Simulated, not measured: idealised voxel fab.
process module | voxel trench capacitor
cross-section cut | 290 nm wide | cells 5 nm
A cross-section is a grid of square cells, given in bands from the top down. A band is one or more rows of cells.
Each band's line starts with the height of the band's top and of its bottom, in nm. Then come its materials from left to right, each with its width in nm. One material with "throughout" fills the band from edge to edge. "air" is empty space.
Height 0 is the level under which the wafer as received is all one material. The lowest band goes on downwards, as in "0 down".
A width such as "30 to 40" changes by the same amount from each row of cells to the next, from the band's top row to its bottom row.
"no change" after a step means that no cell of the cross-section changed.
closed voids: empty space of 8 cells or more with no open way to the top, each as width x height at its distance from the left edge, in nm
after a step's settings: what the simulator itself notes on the step
overlay nm, on a step with a mask: how far to the right of its planned place the mask lay; to the left if negative
plan
1 op RECEIVE | material Si
2 op CONFORMAL_DEP | material SiN | thk nm 10
3 op DIRECTIONAL_DEP | material aC | thk nm 15
4 op PATTERN | tone open | mask id TRENCH | material resist | width nm 25 | pitch nm 50 | thk nm 30 | overlay nm 0
5 op DIRECTIONAL_ETCH | etch materials aC | depth nm 15
6 op STRIP | etch materials resist
7 op DIRECTIONAL_ETCH | etch materials SiN | depth nm 10
8 op DIRECTIONAL_ETCH | etch materials Si | depth nm 40
9 op STRIP | etch materials aC
10 op CONFORMAL_DEP | material HfO2 | thk nm 5
11 op CONFORMAL_DEP | material TiN | thk nm 5
12 op FILL_DEP | material W | thk nm 5
13 op CMP | height nm 10
first wafer, as planned
as received, after step 1
  0 down: Si throughout
  closed voids: none
after step 2
  10 to 0: SiN throughout
  below 0: unchanged
after step 3
  25 to 10: aC throughout
  below 10: unchanged
after step 4
  55 to 25: resist 55 | air 25 | resist 25 | air 25 | resist 25 | air 25 | resist 25 | air 25 | resist 60
  below 25: unchanged
after step 5
  40 to 25: resist 55 | air 25 | resist 25 | air 25 | resist 25 | air 25 | resist 25 | air 25 | resist 60
  25 to 10: aC 55 | air 25 | aC 25 | air 25 | aC 25 | air 25 | aC 25 | air 25 | aC 60
  below 10: unchanged
after step 6
  25 to 10: aC 55 | air 25 | aC 25 | air 25 | aC 25 | air 25 | aC 25 | air 25 | aC 60
  below 10: unchanged
after step 7
  25 to 10: aC 55 | air 25 | aC 25 | air 25 | aC 25 | air 25 | aC 25 | air 25 | aC 60
  10 to 0: SiN 55 | air 25 | SiN 25 | air 25 | SiN 25 | air 25 | SiN 25 | air 25 | SiN 60
  below 0: unchanged
after step 8
  25 to 10: aC 55 | air 25 | aC 25 | air 25 | aC 25 | air 25 | aC 25 | air 25 | aC 60
  10 to 0: SiN 55 | air 25 | SiN 25 | air 25 | SiN 25 | air 25 | SiN 25 | air 25 | SiN 60
  0 to -40: Si 55 | air 25 | Si 25 | air 25 | Si 25 | air 25 | Si 25 | air 25 | Si 60
  below -40: unchanged
after step 9
  10 to 0: SiN 55 | air 25 | SiN 25 | air 25 | SiN 25 | air 25 | SiN 25 | air 25 | SiN 60
  below 0: unchanged
after step 10
  15 to 10: HfO2 60 | air 15 | HfO2 35 | air 15 | HfO2 35 | air 15 | HfO2 35 | air 15 | HfO2 65
  10 to 0: SiN 55 | HfO2 5 | air 15 | HfO2 5 | SiN 25 | HfO2 5 | air 15 | HfO2 5 | SiN 25 | HfO2 5 | air 15 | HfO2 5 | SiN 25 | HfO2 5 | air 15 | HfO2 5 | SiN 60
  0 to -35: Si 55 | HfO2 5 | air 15 | HfO2 5 | Si 25 | HfO2 5 | air 15 | HfO2 5 | Si 25 | HfO2 5 | air 15 | HfO2 5 | Si 25 | HfO2 5 | air 15 | HfO2 5 | Si 60
  -35 to -40: Si 55 | HfO2 25 | Si 25 | HfO2 25 | Si 25 | HfO2 25 | Si 25 | HfO2 25 | Si 60
  below -40: unchanged
after step 11
  20 to 15: TiN 65 | air 5 | TiN 45 | air 5 | TiN 45 | air 5 | TiN 45 | air 5 | TiN 70
  15 to 10: HfO2 60 | TiN 5 | air 5 | TiN 5 | HfO2 35 | TiN 5 | air 5 | TiN 5 | HfO2 35 | TiN 5 | air 5 | TiN 5 | HfO2 35 | TiN 5 | air 5 | TiN 5 | HfO2 65
  10 to 0: SiN 55 | HfO2 5 | TiN 5 | air 5 | TiN 5 | HfO2 5 | SiN 25 | HfO2 5 | TiN 5 | air 5 | TiN 5 | HfO2 5 | SiN 25 | HfO2 5 | TiN 5 | air 5 | TiN 5 | HfO2 5 | SiN 25 | HfO2 5 | TiN 5 | air 5 | TiN 5 | HfO2 5 | SiN 60
  0 to -30: Si 55 | HfO2 5 | TiN 5 | air 5 | TiN 5 | HfO2 5 | Si 25 | HfO2 5 | TiN 5 | air 5 | TiN 5 | HfO2 5 | Si 25 | HfO2 5 | TiN 5 | air 5 | TiN 5 | HfO2 5 | Si 25 | HfO2 5 | TiN 5 | air 5 | TiN 5 | HfO2 5 | Si 60
  -30 to -35: Si 55 | HfO2 5 | TiN 15 | HfO2 5 | Si 25 | HfO2 5 | TiN 15 | HfO2 5 | Si 25 | HfO2 5 | TiN 15 | HfO2 5 | Si 25 | HfO2 5 | TiN 15 | HfO2 5 | Si 60
  below -35: unchanged
after step 12
  25 to 20: W throughout
  20 to 15: TiN 65 | W 5 | TiN 45 | W 5 | TiN 45 | W 5 | TiN 45 | W 5 | TiN 70
  15 to 10: HfO2 60 | TiN 5 | W 5 | TiN 5 | HfO2 35 | TiN 5 | W 5 | TiN 5 | HfO2 35 | TiN 5 | W 5 | TiN 5 | HfO2 35 | TiN 5 | W 5 | TiN 5 | HfO2 65
  10 to 0: SiN 55 | HfO2 5 | TiN 5 | W 5 | TiN 5 | HfO2 5 | SiN 25 | HfO2 5 | TiN 5 | W 5 | TiN 5 | HfO2 5 | SiN 25 | HfO2 5 | TiN 5 | W 5 | TiN 5 | HfO2 5 | SiN 25 | HfO2 5 | TiN 5 | W 5 | TiN 5 | HfO2 5 | SiN 60
  0 to -30: Si 55 | HfO2 5 | TiN 5 | W 5 | TiN 5 | HfO2 5 | Si 25 | HfO2 5 | TiN 5 | W 5 | TiN 5 | HfO2 5 | Si 25 | HfO2 5 | TiN 5 | W 5 | TiN 5 | HfO2 5 | Si 25 | HfO2 5 | TiN 5 | W 5 | TiN 5 | HfO2 5 | Si 60
  below -30: unchanged
after step 13
  10 to 0: SiN 55 | HfO2 5 | TiN 5 | W 5 | TiN 5 | HfO2 5 | SiN 25 | HfO2 5 | TiN 5 | W 5 | TiN 5 | HfO2 5 | SiN 25 | HfO2 5 | TiN 5 | W 5 | TiN 5 | HfO2 5 | SiN 25 | HfO2 5 | TiN 5 | W 5 | TiN 5 | HfO2 5 | SiN 60
  below 0: unchanged
second wafer: like start, like plan, one mistake. Through step 12 it matches the first wafer
when step 13 should have ended: no change
what went wrong: step 13 was left out
at the end the second wafer has, in cells: 46 more of HfO2 | 62 more of TiN | 66 more of W
